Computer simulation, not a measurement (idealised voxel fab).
Presented below is a process module, voxel self aligned vias.
The cross-section shown here is cut; it is 175 nm wide and divided into square cells measuring 5 nm on a side.
Bands, listed from the top down, are how a cross-section gets written in this document; the cross-section itself is a grid of square cells, and a band is one or more rows of them.
It is stipulated that each band's entry specify, in nanometres, the height of the top of the band and then that of its bottom, followed by the materials of the band in left-to-right sequence, each together with its width in nanometres. A single material marked by the word "full width" is understood to fill the band from edge to edge; the word "air" is understood to denote empty space.
Where do heights start? At 0: under that level the wafer as delivered is made of one material only. And the lowest band has no floor; it just carries on downward, as in "z 0 and below".
The width entry "30->40" should be interpreted row by row: the top row of cells in the band takes the first number, the bottom row takes the second number, and the change between adjacent rows is uniform throughout.
"remains unaltered" for a step: no cell of the cross-section changed in that step.
Under "Closed internal voids" you'll find the enclosed gaps, the ones with no way out to the top, that are 8 cells or bigger; each reads width x height at distance, with distance counted from the left edge, everything in nm.
On each step's line, the part that comes after the settings is the simulator's own comment on the step.
Each step line may optionally specify "overlay nm", which for a step with a mask gives the rightward distance between the mask's planned place and where it lay, a negative value indicating the leftward direction.

# Process steps (planned)
step 1: RECEIVE | material Si
step 2: CONFORMAL_DEP | material SiO2 | thk nm 10
step 3: CONFORMAL_DEP | material SiCN | thk nm 5
step 4: DIRECTIONAL_DEP | material lowk | thk nm 30
step 5: PATTERN | tone open | mask id LINES | material resist | width nm 20 | pitch nm 65 | thk nm 15 | overlay nm 0
step 6: DIRECTIONAL_ETCH | etch materials lowk | depth nm 30
step 7: STRIP | etch materials resist
step 8: CONFORMAL_DEP | material TiN | thk nm 5
step 9: FILL_DEP | material W | thk nm 10
step 10: CMP | height nm 45
step 11: SELECTIVE_ETCH | etch materials W Ru TiN | depth nm 10
step 12: FILL_DEP | material SiN | thk nm 5
step 13: CMP | height nm 45
step 14: DIRECTIONAL_DEP | material lowk | thk nm 20
step 15: PATTERN | tone open | mask id VIAS | material resist | width nm 40 | thk nm 20 | overlay nm 0
step 16: DIRECTIONAL_ETCH | etch materials lowk | depth nm 20
step 17: DIRECTIONAL_ETCH | etch materials SiN | depth nm 10
step 18: STRIP | etch materials resist
step 19: CONFORMAL_DEP | material TiN | thk nm 5
step 20: FILL_DEP | material Cu | thk nm 10
step 21: CMP | height nm 65
step 22: CONFORMAL_DEP | material SiN | thk nm 5
The plan shows the width nm of step 5 as the first wafer had it; this setting differs between the wafers, which start out alike.

# As-received state after step 1, first of several wafers, cross-section
	z 0 and below = Si full width
	Closed internal voids: none

# Wafer cross-section (first of several) - module end, post step 22 (last step)
	z 70 to 65 = SiN full width
	z 65 to 50 = lowk 35 / TiN 5 / Cu 30 / TiN 5 / lowk 100
	z 50 to 45 = lowk 35 / TiN 15 / Cu 10 / TiN 15 / lowk 100
	z 45 to 40 = lowk 45 / TiN 5 / Cu 10 / TiN 5 / lowk 45 / SiN 20 / lowk 45
	z 40 to 35 = lowk 45 / TiN 20 / lowk 45 / SiN 20 / lowk 45
	z 35 to 20 = lowk 45 / TiN 5 / W 10 / TiN 5 / lowk 45 / TiN 5 / W 10 / TiN 5 / lowk 45
	z 20 to 15 = lowk 45 / TiN 20 / lowk 45 / TiN 20 / lowk 45
	z 15 to 10 = SiCN full width
	z 10 to 0 = SiO2 full width
	z 0 and below = Si full width
	Closed internal voids: none

# End of module: cross-section, last of several wafers
	z 70 to 65 = SiN full width
	z 65 to 45 = lowk 35 / TiN 5 / Cu 30 / TiN 5 / lowk 100
	z 45 to 40 = lowk 35 / TiN 5 / Cu 30 / TiN 5 / SiN 5 / lowk 20 / SiN 45 / lowk 30
	z 40 to 35 = lowk 35 / TiN 40 / SiN 5 / lowk 20 / SiN 45 / lowk 30
	z 35 to 20 = lowk 35 / TiN 5 / W 35 / TiN 5 / lowk 20 / TiN 5 / W 35 / TiN 5 / lowk 30
	z 20 to 15 = lowk 35 / TiN 45 / lowk 20 / TiN 45 / lowk 30
	z 15 to 10 = SiCN full width
	z 10 to 0 = SiO2 full width
	z 0 and below = Si full width
	Closed internal voids: none

# Every row in this table is a wafer at the end of the module, and it gives, for each of the materials, the cells that wafer has gained (+) or lost (-) since it was received, then its closed voids
width nm 20; +22 Cu; +35 SiCN; +43 SiN; +70 SiO2; +38 TiN; +12 W; +270 lowk; Closed internal voids: none
width nm 25; +24 Cu; +35 SiCN; +45 SiN; +70 SiO2; +40 TiN; +18 W; +258 lowk; Closed internal voids: none
width nm 30; +26 Cu; +35 SiCN; +47 SiN; +70 SiO2; +42 TiN; +24 W; +246 lowk; Closed internal voids: none
width nm 35; +28 Cu; +35 SiCN; +49 SiN; +70 SiO2; +44 TiN; +30 W; +234 lowk; Closed internal voids: none
width nm 40; +30 Cu; +35 SiCN; +51 SiN; +70 SiO2; +46 TiN; +36 W; +222 lowk; Closed internal voids: none
width nm 45; +30 Cu; +35 SiCN; +55 SiN; +70 SiO2; +48 TiN; +42 W; +210 lowk; Closed internal voids: none
